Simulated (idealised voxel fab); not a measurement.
Process module under the name voxel plated lines
cross-section cut | 260 nm wide | cells 5 nm
A cross-section in this document is a grid of square cells, and it is written down as bands, the top band listed before the ones below it; a band is made up of one or more rows of cells. Quick guide to a band line: top height, bottom height (nm) up front; then every material left to right with its width in nm. Only one material and it's marked "full width"? Then it fills the band edge to edge. And "empty" just means empty space. We count height from 0. Below that, the starting wafer is all one material. The lowest band never ends at the bottom but goes on down; see "from 0 down" for how that is written. Quick explanation for "30 to 40": the width changes in equal steps down the rows of cells, from the first number in the band's top row to the second number in its bottom row. When a step is marked "same as before", none of the cells in the cross-section changed during that step. Under "Non-vented voids" you'll find the enclosed gaps, the ones with no way out to the top, that are 8 cells or bigger; each reads width x height at distance, with distance counted from the left edge, everything in nm. Post-settings text on a step line: simulator's own remark regarding the step. overlay nm: mask right of planned place by this much (step with mask). Neg. = left.

# List of planned process steps
1 RECEIVE with material Si
2 CONFORMAL_DEP with material Al2O3, thk nm 10
3 DIRECTIONAL_DEP with material TiN, thk nm 5
4 PATTERN with tone open, mask id LINES, material resist, width nm 15, pitch nm 40, thk nm 35, overlay nm 0
5 EPI with material Ru, thk nm 10
6 EPI with material Ru, thk nm 5
7 EPI with material Ru, thk nm 10
8 STRIP with etch materials resist
9 DIRECTIONAL_ETCH with etch materials TiN, depth nm 5
10 CONFORMAL_DEP with material SiO2, thk nm 10
Same starting wafers, different width nm at step 4. Plan value belongs to the first wafer.

# Incoming state of the first of several wafers in cross-section: after step 1
- from 0 down | Si full width
- Non-vented voids: none

# Quick look at the cross-section of the first of several wafers after step 10, which wraps up the module
- from 50 to 40 | 55 of empty; 35 of SiO2; 5 of empty; 35 of SiO2; 5 of empty; 35 of SiO2; 5 of empty; 35 of SiO2; 50 of empty
- from 40 to 20 | 55 of empty; 10 of SiO2; 15 of Ru; 10 of SiO2; 5 of empty; 10 of SiO2; 15 of Ru; 10 of SiO2; 5 of empty; 10 of SiO2; 15 of Ru; 10 of SiO2; 5 of empty; 10 of SiO2; 15 of Ru; 10 of SiO2; 50 of empty
- from 20 to 15 | 65 of SiO2; 15 of Ru; 25 of SiO2; 15 of Ru; 25 of SiO2; 15 of Ru; 25 of SiO2; 15 of Ru; 60 of SiO2
- from 15 to 10 | 65 of SiO2; 15 of TiN; 25 of SiO2; 15 of TiN; 25 of SiO2; 15 of TiN; 25 of SiO2; 15 of TiN; 60 of SiO2
- from 10 to 0 | Al2O3 full width
- from 0 down | Si full width
- Non-vented voids: none

# Cross-section, last wafer, module completion
- from 50 to 40 | 50 of empty; 165 of SiO2; 45 of empty
- from 40 to 20 | 50 of empty; 10 of SiO2; 25 of Ru; 15 of SiO2; 25 of Ru; 15 of SiO2; 25 of Ru; 15 of SiO2; 25 of Ru; 10 of SiO2; 45 of empty
- from 20 to 15 | 60 of SiO2; 25 of Ru; 15 of SiO2; 25 of Ru; 15 of SiO2; 25 of Ru; 15 of SiO2; 25 of Ru; 55 of SiO2
- from 15 to 10 | 60 of SiO2; 25 of TiN; 15 of SiO2; 25 of TiN; 15 of SiO2; 25 of TiN; 15 of SiO2; 25 of TiN; 55 of SiO2
- from 10 to 0 | Al2O3 full width
- from 0 down | Si full width
- Non-vented voids: none

# Below: a row per wafer. Contents at end of module: for every material, cells gained since receipt (+) or lost since receipt (-); then closed voids
width nm 15, +104 Al2O3, +60 Ru, +200 SiO2, +12 TiN, Non-vented voids: none
width nm 20, +104 Al2O3, +80 Ru, +200 SiO2, +16 TiN, Non-vented voids: none
width nm 25, +104 Al2O3, +100 Ru, +182 SiO2, +20 TiN, Non-vented voids: none
